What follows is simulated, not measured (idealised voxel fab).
voxel wiring stack: a process module
Xsec cut, 290 nm wide, square cell size 5 nm.
Notation: cross-section as square-cell grid; stated in bands, top first, going down; one or more cell rows per band.
First you get the band's top height and its bottom height, in nm, and then the materials it's made of, left to right, with each width in nm. If you see a single material with "throughout", that one covers the band edge to edge. "air" is empty space.
Height is counted from the level 0, under which the received wafer is composed throughout of one material. The lowest of the bands is not closed at the bottom but continues downward, in the notation "0 nm and below".
Width spec "30..40" -> top row of cells at first value, bottom row at second value, equal per-row change in between.
"remains unaltered" after a step means that no cell of the cross-section changed.
Each empty space that has no open way to the top and spans at least 8 cells appears under "Trapped void list" as width x height at distance, the distance counted from the left edge, all in nm.
Formally, on a step line, whatever follows the settings is a remark that the simulator itself makes on the step.
overlay nm: right-of-plan distance of the mask on a masked step; negative values mean left-of-plan.
[The following list gives the planned process steps]
- 1: RECEIVE | material Si
- 2: CONFORMAL_DEP | material SiO2 | thk nm 10
- 3: CONFORMAL_DEP | material SiCN | thk nm 5
- 4: DIRECTIONAL_DEP | material lowk | thk nm 15
- 5: MASKED_ETCH | tone open | mask id METAL_1 | width nm 25 | pitch nm 50 | etch materials lowk | depth nm 15 | overlay nm 0
- 6: MASKED_ETCH | tone open | mask id METAL_1 | width nm 25 | pitch nm 50 | etch materials SiCN | depth nm 5 | overlay nm 0
- 7: CONFORMAL_DEP | material TiN | thk nm 5
- 8: FILL_DEP | material Ru | thk nm 5
- 9: CMP | height nm 30
- 10: CONFORMAL_DEP | material SiCN | thk nm 5
- 11: DIRECTIONAL_DEP | material SiO2 | thk nm 20
- 12: PATTERN | tone open | mask id PLUG_1 | material resist | width nm 15 | pitch nm 50 | thk nm 15 | overlay nm 0
- 13: DIRECTIONAL_ETCH | etch materials SiO2 | depth nm 20
- 14: DIRECTIONAL_ETCH | etch materials SiCN | depth nm 5
- 15: STRIP | etch materials resist
- 16: CONFORMAL_DEP | material TiN | thk nm 5
- 17: FILL_DEP | material W | thk nm 5
- 18: CMP | height nm 55
- 19: CONFORMAL_DEP | material SiCN | thk nm 5
- 20: DIRECTIONAL_DEP | material SiO2 | thk nm 20
- 21: PATTERN | tone open | mask id METAL_2 | material resist | width nm 25 | pitch nm 50 | thk nm 15 | overlay nm 0
- 22: DIRECTIONAL_ETCH | etch materials SiO2 | depth nm 20
- 23: DIRECTIONAL_ETCH | etch materials SiCN | depth nm 5
- 24: STRIP | etch materials resist
- 25: CONFORMAL_DEP | material TiN | thk nm 5
- 26: FILL_DEP | material Cu | thk nm 5
- 27: CMP | height nm 80
- 28: CONFORMAL_DEP | material SiCN | thk nm 5
[Cross-section of the wafer at receipt, which is the condition after step 1]
0 nm and below | Si throughout
Trapped void list: none
[As-planned run: cross-section of the first of two wafers at end of module]
85 nm to 80 nm | SiCN throughout
80 nm to 60 nm | 105 of SiO2, 5 of TiN, 15 of Cu, 5 of TiN, 25 of SiO2, 5 of TiN, 15 of Cu, 5 of TiN, 110 of SiO2
60 nm to 55 nm | 105 of SiCN, 25 of TiN, 25 of SiCN, 25 of TiN, 110 of SiCN
55 nm to 35 nm | 105 of SiO2, 5 of TiN, 5 of W, 5 of TiN, 35 of SiO2, 5 of TiN, 5 of W, 5 of TiN, 120 of SiO2
35 nm to 30 nm | 105 of SiCN, 15 of TiN, 35 of SiCN, 15 of TiN, 120 of SiCN
30 nm to 15 nm | 105 of lowk, 5 of TiN, 15 of Ru, 5 of TiN, 25 of lowk, 5 of TiN, 15 of Ru, 5 of TiN, 110 of lowk
15 nm to 10 nm | 105 of SiCN, 25 of TiN, 25 of SiCN, 25 of TiN, 110 of SiCN
10 nm to 0 nm | SiO2 throughout
0 nm and below | Si throughout
Trapped void list: none
[End of module, second wafer, cross-section. Started like the first, planned like the first, run with one mistake]
85 nm to 80 nm | SiCN throughout
80 nm to 60 nm | 105 of SiO2, 5 of TiN, 15 of Cu, 5 of TiN, 25 of SiO2, 5 of TiN, 15 of Cu, 5 of TiN, 110 of SiO2
60 nm to 55 nm | 105 of SiCN, 25 of TiN, 25 of SiCN, 25 of TiN, 110 of SiCN
55 nm to 35 nm | 105 of SiO2, 5 of TiN, 5 of W, 5 of TiN, 35 of SiO2, 5 of TiN, 5 of W, 5 of TiN, 120 of SiO2
35 nm to 30 nm | 105 of SiCN, 15 of TiN, 35 of SiCN, 15 of TiN, 120 of SiCN
30 nm to 25 nm | 110 of TiN, 15 of Ru, 35 of TiN, 15 of Ru, 115 of TiN
25 nm to 15 nm | 105 of lowk, 5 of TiN, 15 of Ru, 5 of TiN, 25 of lowk, 5 of TiN, 15 of Ru, 5 of TiN, 110 of lowk
15 nm to 10 nm | 105 of lowk, 25 of TiN, 25 of lowk, 25 of TiN, 110 of lowk
10 nm to 0 nm | SiO2 throughout
0 nm and below | Si throughout
Trapped void list: none
Misprocessing identified: step 3 from the plan never happened, it was just skipped
The second wafer ends with more or fewer cells of some materials than the first, per final count: -48 SiCN | +48 TiN
